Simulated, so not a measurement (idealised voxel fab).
Process module, titled voxel tone inversion
For reference, the cross-section in this document is cut, with width 190 nm and square cells of 5 nm.
We lay out every cross-section as a grid of square cells and spell it out in bands from the top down, where one band means one or more rows of cells. Basically the band line says how high the top is and how high the bottom is, in nm, and then what's in it from left to right, every material with its width in nm. Empty space shows up as "empty", and if a single material carries "edge to edge" it runs the full band edge to edge. Height 0 is the level under which the wafer as received is all one material. The lowest band goes on downwards, as in "top 0, no bottom". When a width is written as two numbers, as in "30..40", the first number is the width in the top row of cells of the band and the second is the width in its bottom row, and the width changes by the same amount from each row to the next. Take "left unchanged" at face value: in the step it is given for, the cross-section changed in none of its cells. In the "Closed void list" entry, you get each enclosed empty space of 8 cells or more, one with no open way to the top, written width x height at distance, distance from the left edge, in nm. Post-settings text on a step line: simulator's own remark regarding the step. For masked steps, "overlay nm" on the step line gives how far right of plan the mask actually lay; a minus sign means it lay to the left.

## Intended process steps
1 op RECEIVE | material Si
2 op CONFORMAL_DEP | material SiCN | thk nm 10
3 op DIRECTIONAL_DEP | material polySi | thk nm 25
4 op PATTERN | tone cover | mask id POSTS | material resist | width nm 25 | pitch nm 40 | thk nm 35 | overlay nm 0
5 op DIRECTIONAL_ETCH | etch materials polySi | depth nm 25
6 op STRIP | etch materials resist
7 op FILL_DEP | material lowk | thk nm 5
8 op CMP | height nm 35
9 op STRIP | etch materials polySi
10 op CONFORMAL_DEP | material TiN | thk nm 5
11 op FILL_DEP | material W | thk nm 5
12 op CMP | height nm 35
13 op CONFORMAL_DEP | material SiCN | thk nm 5

## First of the two wafers, run per plan

## Received-state cross-section, reflecting completion of step 1
  top 0, no bottom: Si edge to edge
  Closed void list: none

## Wafer section view after processing step 2
  top 10, bottom 0: SiCN edge to edge
  Under the height 0 nothing was changed.

## Wafer section view after processing step 3
  top 35, bottom 10: polySi edge to edge
  Under the height 10 nothing was changed.

## Wafer section view after processing step 4
  top 70, bottom 35: empty: 40, resist: 25, empty: 15, resist: 25, empty: 15, resist: 25, empty: 45
  Under the height 35 nothing was changed.

## Wafer section view after processing step 5
  top 70, bottom 35: empty: 40, resist: 25, empty: 15, resist: 25, empty: 15, resist: 25, empty: 45
  top 35, bottom 10: empty: 40, polySi: 25, empty: 15, polySi: 25, empty: 15, polySi: 25, empty: 45
  Under the height 10 nothing was changed.

## Wafer section view after processing step 6
  top 35, bottom 10: empty: 40, polySi: 25, empty: 15, polySi: 25, empty: 15, polySi: 25, empty: 45
  Under the height 10 nothing was changed.

## Wafer section view after processing step 7
  top 40, bottom 35: lowk edge to edge
  top 35, bottom 10: lowk: 40, polySi: 25, lowk: 15, polySi: 25, lowk: 15, polySi: 25, lowk: 45
  Under the height 10 nothing was changed.

## Wafer section view after processing step 8
  top 35, bottom 10: lowk: 40, polySi: 25, lowk: 15, polySi: 25, lowk: 15, polySi: 25, lowk: 45
  Under the height 10 nothing was changed.

## Wafer section view after processing step 9
  top 35, bottom 10: lowk: 40, empty: 25, lowk: 15, empty: 25, lowk: 15, empty: 25, lowk: 45
  Under the height 10 nothing was changed.

## Wafer section view after processing step 10
  top 40, bottom 35: TiN: 45, empty: 15, TiN: 25, empty: 15, TiN: 25, empty: 15, TiN: 50
  top 35, bottom 15: lowk: 40, TiN: 5, empty: 15, TiN: 5, lowk: 15, TiN: 5, empty: 15, TiN: 5, lowk: 15, TiN: 5, empty: 15, TiN: 5, lowk: 45
  top 15, bottom 10: lowk: 40, TiN: 25, lowk: 15, TiN: 25, lowk: 15, TiN: 25, lowk: 45
  Under the height 10 nothing was changed.

## Wafer section view after processing step 11
  top 45, bottom 40: W edge to edge
  top 40, bottom 35: TiN: 45, W: 15, TiN: 25, W: 15, TiN: 25, W: 15, TiN: 50
  top 35, bottom 15: lowk: 40, TiN: 5, W: 15, TiN: 5, lowk: 15, TiN: 5, W: 15, TiN: 5, lowk: 15, TiN: 5, W: 15, TiN: 5, lowk: 45
  Under the height 15 nothing was changed.

## Wafer section view after processing step 12
  top 35, bottom 15: lowk: 40, TiN: 5, W: 15, TiN: 5, lowk: 15, TiN: 5, W: 15, TiN: 5, lowk: 15, TiN: 5, W: 15, TiN: 5, lowk: 45
  Under the height 15 nothing was changed.

## Wafer section view after processing step 13
  top 40, bottom 35: SiCN edge to edge
  Under the height 35 nothing was changed.

## Wafer two. Same start, same plan, one slip in execution. Same as wafer one through step 2, inclusive

## Cross-sectional representation of the second wafer at the time designated in the plan for the completion of step 3
  top 35, bottom 10: W edge to edge
  Under the height 10 nothing was changed.

## Cross-sectional representation of the second wafer at the time designated in the plan for the completion of step 4
  top 70, bottom 35: empty: 40, resist: 25, empty: 15, resist: 25, empty: 15, resist: 25, empty: 45
  Under the height 35 nothing was changed.

Cross-sectional representation of the second wafer at the time designated in the plan for the completion of step 5: left unchanged

## Cross-sectional representation of the second wafer at the time designated in the plan for the completion of step 6
  top 35, bottom 10: W edge to edge
  Under the height 10 nothing was changed.

## Cross-sectional representation of the second wafer at the time designated in the plan for the completion of step 7
  top 40, bottom 35: lowk edge to edge
  Under the height 35 nothing was changed.

## Cross-sectional representation of the second wafer at the time designated in the plan for the completion of step 8
  top 35, bottom 10: W edge to edge
  Under the height 10 nothing was changed.

Cross-sectional representation of the second wafer at the time designated in the plan for the completion of step 9: left unchanged

## Cross-sectional representation of the second wafer at the time designated in the plan for the completion of step 10
  top 40, bottom 35: TiN edge to edge
  Under the height 35 nothing was changed.

## Cross-sectional representation of the second wafer at the time designated in the plan for the completion of step 11
  top 45, bottom 40: W edge to edge
  Under the height 40 nothing was changed.

## Cross-sectional representation of the second wafer at the time designated in the plan for the completion of step 12
  top 35, bottom 10: W edge to edge
  Under the height 10 nothing was changed.

## Cross-sectional representation of the second wafer at the time designated in the plan for the completion of step 13
  top 40, bottom 35: SiCN edge to edge
  Under the height 35 nothing was changed.
Processing error: heads up, step 3 didn't go per plan, it actually ran as op DIRECTIONAL_DEP | material W | thk nm 25
Once processing is complete, comparing cell counts shows that the second wafer has more or fewer of certain materials than the first: TiN: 39 fewer; W: 154 more; lowk: 115 fewer
